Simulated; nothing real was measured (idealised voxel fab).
process module | voxel tone inversion
cross-section cut | 275 nm wide | cells 5 nm
A cross-section is a grid of square cells, given in bands from the top down. A band is one or more rows of cells.
Each band's line starts with the height of the band's top and of its bottom, in nm. Then come its materials from left to right, each with its width in nm. One material with "throughout" fills the band from edge to edge. "air" is empty space.
Height 0 is the level under which the wafer as received is all one material. The lowest band goes on downwards, as in "0 down".
A width such as "30 to 40" changes by the same amount from each row of cells to the next, from the band's top row to its bottom row.
"no change" after a step means that no cell of the cross-section changed.
closed voids: empty space of 8 cells or more with no open way to the top, each as width x height at its distance from the left edge, in nm
after a step's settings: what the simulator itself notes on the step
overlay nm, on a step with a mask: how far to the right of its planned place the mask lay; to the left if negative
plan
1 op RECEIVE | material Si
2 op CONFORMAL_DEP | material SiN | thk nm 10
3 op DIRECTIONAL_DEP | material polySi | thk nm 20
4 op PATTERN | tone cover | mask id POSTS | material resist | width nm 25 | pitch nm 40 | thk nm 30 | overlay nm -15
5 op DIRECTIONAL_ETCH | etch materials polySi | depth nm 20
6 op STRIP | etch materials resist
7 op FILL_DEP | material lowk | thk nm 5
8 op CMP | height nm 30
9 op STRIP | etch materials polySi
10 op CONFORMAL_DEP | material TiN | thk nm 5
11 op FILL_DEP | material Ru | thk nm 10
12 op CMP | height nm 30
13 op CONFORMAL_DEP | material SiN | thk nm 5
varied across the wafers: overlay nm of step 4. The plan shows the first wafer's value. All wafers start alike
first wafer as received, after step 1
  0 down: Si throughout
  closed voids: none
each wafer at the end: cells of each material gained (+) or lost (-) since it was received, then its closed voids
overlay nm -15 | +36 Ru | +165 SiN | +44 TiN | +140 lowk | closed voids: none
overlay nm -10 | +36 Ru | +165 SiN | +44 TiN | +140 lowk | closed voids: none
overlay nm -5 | +36 Ru | +165 SiN | +44 TiN | +140 lowk | closed voids: none
overlay nm 0 | +36 Ru | +165 SiN | +44 TiN | +140 lowk | closed voids: none
overlay nm 5 | +36 Ru | +165 SiN | +44 TiN | +140 lowk | closed voids: none
overlay nm 10 | +36 Ru | +165 SiN | +44 TiN | +140 lowk | closed voids: none
overlay nm 15 | +36 Ru | +165 SiN | +44 TiN | +140 lowk | closed voids: none
